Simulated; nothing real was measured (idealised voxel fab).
process module | voxel released beams
cross-section cut | 160 nm wide | cells 5 nm
A cross-section is a grid of square cells, given in bands from the top down. A band is one or more rows of cells.
Each band's line starts with the height of the band's top and of its bottom, in nm. Then come its materials from left to right, each with its width in nm. One material with "throughout" fills the band from edge to edge. "air" is empty space.
Height 0 is the level under which the wafer as received is all one material. The lowest band goes on downwards, as in "0 down".
A width such as "30 to 40" changes by the same amount from each row of cells to the next, from the band's top row to its bottom row.
"no change" after a step means that no cell of the cross-section changed.
closed voids: empty space of 8 cells or more with no open way to the top, each as width x height at its distance from the left edge, in nm
after a step's settings: what the simulator itself notes on the step
overlay nm, on a step with a mask: how far to the right of its planned place the mask lay; to the left if negative
plan
1 op RECEIVE | material Si
2 op CONFORMAL_DEP | material Al2O3 | thk nm 10
3 op DIRECTIONAL_DEP | material SiO2 | thk nm 10
4 op PATTERN | tone open | mask id ANCHOR | material resist | width nm 30 | thk nm 15 | overlay nm 0
5 op DIRECTIONAL_ETCH | etch materials SiO2 | depth nm 10
6 op STRIP | etch materials resist
7 op CONFORMAL_DEP | material SiN | thk nm 10
8 op DIRECTIONAL_DEP | material aC | thk nm 15
9 op PATTERN | tone cover | mask id BEAM | material resist | width nm 95 | thk nm 30 | overlay nm 0
10 op DIRECTIONAL_ETCH | etch materials aC | depth nm 15
11 op STRIP | etch materials resist
12 op DIRECTIONAL_ETCH | etch materials SiN | depth nm 10
13 op STRIP | etch materials aC
14 op STRIP | etch materials SiO2
as received, after step 1
  0 down: Si throughout
  closed voids: none
first wafer at the end, as planned
  30 to 20: air 30 | SiN 15 | air 10 | SiN 70 | air 35
  20 to 10: air 35 | SiN 30 | air 95
  10 to 0: Al2O3 throughout
  0 down: Si throughout
  closed voids: none
second wafer at the end: like start, like plan, one mistake
  35 to 25: SiN 45 | air 10 | SiN 105
  25 to 20: SiN throughout
  20 to 10: SiO2 35 | SiN 30 | SiO2 95
  10 to 0: Al2O3 throughout
  0 down: Si throughout
  closed voids: none
what went wrong: step 8 ran as: op DIRECTIONAL_DEP | material SiN | thk nm 15
at the end the second wafer has, in cells: 58 more of SiN | 52 more of SiO2
